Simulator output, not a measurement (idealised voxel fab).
process module | voxel ribs on slabs
cross-section cut | 270 nm wide | cells 5 nm
A cross-section is a grid of square cells, given in bands from the top down. A band is one or more rows of cells.
Each band's line starts with the height of the band's top and of its bottom, in nm. Then come its materials from left to right, each with its width in nm. One material with "throughout" fills the band from edge to edge. "air" is empty space.
Height 0 is the level under which the wafer as received is all one material. The lowest band goes on downwards, as in "0 down".
A width such as "30 to 40" changes by the same amount from each row of cells to the next, from the band's top row to its bottom row.
"no change" after a step means that no cell of the cross-section changed.
closed voids: empty space of 8 cells or more with no open way to the top, each as width x height at its distance from the left edge, in nm
after a step's settings: what the simulator itself notes on the step
overlay nm, on a step with a mask: how far to the right of its planned place the mask lay; to the left if negative
plan
1 op RECEIVE | material Si
2 op DIRECTIONAL_DEP | material SiO2 | thk nm 20
3 op DIRECTIONAL_DEP | material polySi | thk nm 20
4 op DIRECTIONAL_DEP | material aC | thk nm 10
5 op PATTERN | tone cover | mask id RIB | material resist | width nm 20 | thk nm 30 | overlay nm 0
6 op DIRECTIONAL_ETCH | etch materials aC | depth nm 10
7 op STRIP | etch materials resist
8 op DIRECTIONAL_ETCH | etch materials polySi | depth nm 15
9 op STRIP | etch materials aC
10 op PATTERN | tone cover | mask id SLAB | material resist | width nm 60 | thk nm 15 | overlay nm 0
11 op DIRECTIONAL_ETCH | etch materials polySi | depth nm 5
12 op STRIP | etch materials resist
13 op FILL_DEP | material SiO2 | thk nm 25
14 op CMP | height nm 55
15 op DIRECTIONAL_DEP | material W | thk nm 5
16 op PATTERN | tone cover | mask id HEATER | material resist | width nm 30 | thk nm 20 | overlay nm 0
17 op DIRECTIONAL_ETCH | etch materials W | depth nm 5
18 op STRIP | etch materials resist
19 op CONFORMAL_DEP | material SiN | thk nm 5
as received, after step 1
  0 down: Si throughout
  closed voids: none
first wafer at the end, as planned
  65 to 60: air 115 | SiN 40 | air 115
  60 to 55: SiN 120 | W 30 | SiN 120
  55 to 40: SiO2 throughout
  40 to 25: SiO2 125 | polySi 20 | SiO2 125
  25 to 20: SiO2 105 | polySi 60 | SiO2 105
  20 to 0: SiO2 throughout
  0 down: Si throughout
  closed voids: none
second wafer at the end: like start, like plan, one mistake
  65 to 60: air 115 | SiN 40 | air 115
  60 to 55: SiN 120 | W 30 | SiN 120
  55 to 45: SiO2 throughout
  45 to 30: SiO2 125 | polySi 20 | SiO2 125
  30 to 25: SiO2 105 | polySi 60 | SiO2 105
  25 to 0: SiO2 throughout
  0 down: Si throughout
  closed voids: none
what went wrong: step 2 ran as: op DIRECTIONAL_DEP | material SiO2 | thk nm 25
at the end the second wafer has, in cells: as many of each material as the first, in other places
